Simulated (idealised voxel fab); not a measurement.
process module | voxel capacitor over wiring
cross-section cut | 240 nm wide | cells 5 nm
Bands, listed from the top down, are how a cross-section gets written in this document; the cross-section itself is a grid of square cells, and a band is one or more rows of them. Basically the band line says how high the top is and how high the bottom is, in nm, and then what's in it from left to right, every material with its width in nm. Empty space shows up as "air", and if a single material carries "everywhere" it runs the full band edge to edge. Measure heights from 0. That's the level where, below it, the as-received wafer is all one material. The lowest band is bottomless and extends downward; write it as in "from 0 down". You'd read "30..40" like this: the band's top row of cells is as wide as the first number, its bottom row is as wide as the second, and going down, every row changes width by the same amount as the row before did. Step marked "remains unaltered"? Then no cell in the cross-section changed in it. Empty spaces without an open route to the top, at least 8 cells in extent, make up the entry "Sealed void listing"; each is given as width x height at distance, where the distance is measured from the left edge, and all are in nm. Read whatever lies past the settings on a step's line as the simulator's own remark about the step. Among the settings permitted on a step's line is "overlay nm"; applied to a step with a mask, it specifies the extent to which the mask lay to the right of its planned position, whereas a negative figure signifies a position to the left.

THESE ARE THE STEPS WE PLANNED FOR THE PROCESS
1,RECEIVE: material Si
2,CONFORMAL_DEP: material SiO2, thk nm 10
3,CONFORMAL_DEP: material SiCN, thk nm 5
4,DIRECTIONAL_DEP: material lowk, thk nm 20
5,DIRECTIONAL_DEP: material aC, thk nm 10
6,PATTERN: tone open, mask id METAL_1, material resist, width nm 30, pitch nm 80, thk nm 30, overlay nm 0
7,DIRECTIONAL_ETCH: etch materials aC, depth nm 10
8,STRIP: etch materials resist
9,DIRECTIONAL_ETCH: etch materials lowk, depth nm 20
10,DIRECTIONAL_ETCH: etch materials SiCN, depth nm 5
11,STRIP: etch materials aC
12,CONFORMAL_DEP: material TiN, thk nm 5
13,FILL_DEP: material Cu, thk nm 5
14,CMP: height nm 35
15,EPI: material Ru, thk nm 5
16,FILL_DEP: material SiCN, thk nm 5
17,DIRECTIONAL_DEP: material SiO2, thk nm 20
18,DIRECTIONAL_DEP: material aC, thk nm 15
19,PATTERN: tone open, mask id PLUG_1, material resist, width nm 15, thk nm 35, overlay nm 0
20,DIRECTIONAL_ETCH: etch materials aC, depth nm 15
21,STRIP: etch materials resist
22,DIRECTIONAL_ETCH: etch materials SiO2, depth nm 20
23,DIRECTIONAL_ETCH: etch materials SiCN, depth nm 5
24,STRIP: etch materials aC
25,EPI: material Ru, thk nm 10
26,EPI: material Ru, thk nm 10
27,EPI: material Ru, thk nm 5
28,DIRECTIONAL_DEP: material TiN, thk nm 5
29,DIRECTIONAL_DEP: material SiN, thk nm 5
30,DIRECTIONAL_DEP: material TiN, thk nm 10
31,DIRECTIONAL_DEP: material aC, thk nm 15
32,PATTERN: tone cover, mask id UPPER_PLATE, material resist, width nm 55, thk nm 35, overlay nm 0
33,DIRECTIONAL_ETCH: etch materials aC, depth nm 15
34,STRIP: etch materials resist
35,DIRECTIONAL_ETCH: etch materials TiN, depth nm 10
36,DIRECTIONAL_ETCH: etch materials SiN, depth nm 5
37,STRIP: etch materials aC
38,MASKED_ETCH: tone cover, mask id LOWER_PLATE, width nm 65, etch materials TiN, depth nm 5, overlay nm 0
39,FILL_DEP: material SiO2, thk nm 15
40,CMP: height nm 95
41,MASKED_ETCH: tone open, mask id PLUG_2, width nm 15, etch materials SiO2, depth nm 10, overlay nm 0
42,CONFORMAL_DEP: material TiN, thk nm 5
43,FILL_DEP: material Ru, thk nm 5
44,CMP: height nm 95
45,CONFORMAL_DEP: material SiN, thk nm 5
Wafers differ in width nm at step 19; plan lists the first wafer's value; identical starting state.

CROSS-SECTION OF THE FIRST INCOMING WAFER OF SEVERAL, STATE AFTER STEP 1
- from 0 down = Si everywhere
- Sealed void listing: none

THE FIGURE BELOW PRESENTS A CROSS-SECTION OF THE FIRST OF SEVERAL WAFERS AT THE CONCLUSION OF THE MODULE, FOLLOWING ITS LAST STEP, STEP 45
- from 100 to 95 = SiN everywhere
- from 95 to 90 = SiO2: 90, then TiN: 5, then Ru: 5, then TiN: 5, then SiO2: 135
- from 90 to 85 = SiO2: 90, then TiN: 15, then SiO2: 135
- from 85 to 75 = SiO2: 80, then TiN: 55, then SiO2: 105
- from 75 to 70 = SiO2: 80, then SiN: 55, then SiO2: 105
- from 70 to 65 = SiO2: 75, then TiN: 65, then SiO2: 100
- from 65 to 45 = SiO2: 80, then Ru: 15, then SiO2: 145
- from 45 to 40 = SiCN: 80, then Ru: 15, then SiCN: 145
- from 40 to 35 = SiCN: 60, then Ru: 40, then SiCN: 40, then Ru: 40, then SiCN: 60
- from 35 to 15 = lowk: 65, then TiN: 5, then Cu: 20, then TiN: 5, then lowk: 50, then TiN: 5, then Cu: 20, then TiN: 5, then lowk: 65
- from 15 to 10 = SiCN: 65, then TiN: 30, then SiCN: 50, then TiN: 30, then SiCN: 65
- from 10 to 0 = SiO2 everywhere
- from 0 down = Si everywhere
- Sealed void listing: none

AT THE END OF THE MODULE, THE LAST OF SEVERAL WAFERS IN CROSS-SECTION
- from 100 to 95 = SiN everywhere
- from 95 to 90 = SiO2: 90, then TiN: 5, then Ru: 5, then TiN: 5, then SiO2: 135
- from 90 to 85 = SiO2: 90, then TiN: 15, then SiO2: 135
- from 85 to 75 = SiO2: 80, then TiN: 55, then SiO2: 105
- from 75 to 70 = SiO2: 80, then SiN: 55, then SiO2: 105
- from 70 to 65 = SiO2: 75, then TiN: 65, then SiO2: 100
- from 65 to 45 = SiO2: 75, then Ru: 30, then SiO2: 135
- from 45 to 40 = SiCN: 75, then Ru: 30, then SiCN: 135
- from 40 to 35 = SiCN: 60, then Ru: 40, then SiCN: 40, then Ru: 40, then SiCN: 60
- from 35 to 15 = lowk: 65, then TiN: 5, then Cu: 20, then TiN: 5, then lowk: 50, then TiN: 5, then Cu: 20, then TiN: 5, then lowk: 65
- from 15 to 10 = SiCN: 65, then TiN: 30, then SiCN: 50, then TiN: 30, then SiCN: 65
- from 10 to 0 = SiO2 everywhere
- from 0 down = Si everywhere
- Sealed void listing: none

QUICK KEY FOR THE TABLE: A ROW PER WAFER, TAKEN AT THE END OF THE MODULE. FOR EACH MATERIAL IT TELLS YOU HOW MANY CELLS THE WAFER GAINED (+) OR LOST (-) SINCE IT CAME IN, AND THE CLOSED VOIDS COME AFTER
width nm 15, +32 Cu, +32 Ru, +113 SiCN, +59 SiN, +512 SiO2, +68 TiN, +144 lowk, Sealed void listing: none
width nm 20, +32 Cu, +37 Ru, +112 SiCN, +59 SiN, +508 SiO2, +68 TiN, +144 lowk, Sealed void listing: none
width nm 25, +32 Cu, +42 Ru, +111 SiCN, +59 SiN, +504 SiO2, +68 TiN, +144 lowk, Sealed void listing: none
width nm 30, +32 Cu, +47 Ru, +110 SiCN, +59 SiN, +500 SiO2, +68 TiN, +144 lowk, Sealed void listing: none
